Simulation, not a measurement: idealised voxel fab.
The document below concerns the process module designated voxel ribs on slabs.
Xsec cut, 290 nm wide, square cell size 5 nm.
Format of a cross-section: grid, square cells. Given as bands. Order: top down. Band: one or more rows of cells.
It is stipulated that each band's entry specify, in nanometres, the height of the top of the band and then that of its bottom, followed by the materials of the band in left-to-right sequence, each together with its width in nanometres. A single material marked by the word "throughout" is understood to fill the band from edge to edge; the word "blank" is understood to denote empty space.
Convention: height 0 is the level below which the wafer, as received, is all one material. The lowest band does not terminate at the bottom but continues downward, represented as "0 down".
The two numbers in a width such as "30..40" mark its ends across the band: the first belongs to the top row of cells, the second to the bottom row, and from each row to the next the width moves by the same amount.
Take "remained the same" at face value: in the step it is given for, the cross-section changed in none of its cells.
Voids not open to the top, 8 cells minimum: see "Closed-off voids". Written width x height at distance; distance is from the left edge; nm.
Formally, on a step line, whatever follows the settings is a remark that the simulator itself makes on the step.
The setting "overlay nm" may be written on the line of a step. When the step uses a mask, the value reports how far to the right of the planned place the mask lay, and a negative value reports that it lay to the left.
**The steps planned for the process are as follows**
- 1: RECEIVE | material Si
- 2: DIRECTIONAL_DEP | material SiO2 | thk nm 25
- 3: DIRECTIONAL_DEP | material polySi | thk nm 25
- 4: PATTERN | tone cover | mask id RIB | material resist | width nm 30 | thk nm 20 | overlay nm 0
- 5: DIRECTIONAL_ETCH | etch materials polySi | depth nm 10
- 6: STRIP | etch materials resist
- 7: MASKED_ETCH | tone cover | mask id SLAB | width nm 90 | etch materials polySi | depth nm 15 | overlay nm 0
- 8: FILL_DEP | material SiO2 | thk nm 25
- 9: CMP | height nm 70
- 10: DIRECTIONAL_DEP | material TiN | thk nm 5
- 11: MASKED_ETCH | tone cover | mask id HEATER | width nm 40 | etch materials TiN | depth nm 5 | overlay nm -15
- 12: CONFORMAL_DEP | material SiO2 | thk nm 5
Quick note for whoever runs this: the wafers start identical, but the overlay nm at step 11 isn't the same across them. The plan just shows what the first wafer had.
**Cross-sectional view of the first of several wafers in the as-received condition, corresponding to the state following step 1**
* 0 down: Si throughout
* Closed-off voids: none
**Cross-section after step 12, the final step of the module, for the first of several wafers**
* 80 to 75: blank=105, then SiO2=50, then blank=135
* 75 to 70: SiO2=110, then TiN=40, then SiO2=140
* 70 to 50: SiO2 throughout
* 50 to 40: SiO2=130, then polySi=30, then SiO2=130
* 40 to 25: SiO2=100, then polySi=90, then SiO2=100
* 25 to 0: SiO2 throughout
* 0 down: Si throughout
* Closed-off voids: none
**Last wafer of the set, cross-sectioned at end of module**
* 80 to 75: blank=135, then SiO2=50, then blank=105
* 75 to 70: SiO2=140, then TiN=40, then SiO2=110
* 70 to 50: SiO2 throughout
* 50 to 40: SiO2=130, then polySi=30, then SiO2=130
* 40 to 25: SiO2=100, then polySi=90, then SiO2=100
* 25 to 0: SiO2 throughout
* 0 down: Si throughout
* Closed-off voids: none
**The rows of the table below are wafers. Looking at the end of the module, a row counts, for every material, the cells the wafer has gained, shown as (+), or lost, shown as (-), since it was received; its closed voids come next**
overlay nm -15, +806 SiO2, +8 TiN, +66 polySi, Closed-off voids: none
overlay nm -10, +806 SiO2, +8 TiN, +66 polySi, Closed-off voids: none
overlay nm -5, +806 SiO2, +8 TiN, +66 polySi, Closed-off voids: none
overlay nm 0, +806 SiO2, +8 TiN, +66 polySi, Closed-off voids: none
overlay nm 5, +806 SiO2, +8 TiN, +66 polySi, Closed-off voids: none
overlay nm 10, +806 SiO2, +8 TiN, +66 polySi, Closed-off voids: none
overlay nm 15, +806 SiO2, +8 TiN, +66 polySi, Closed-off voids: none
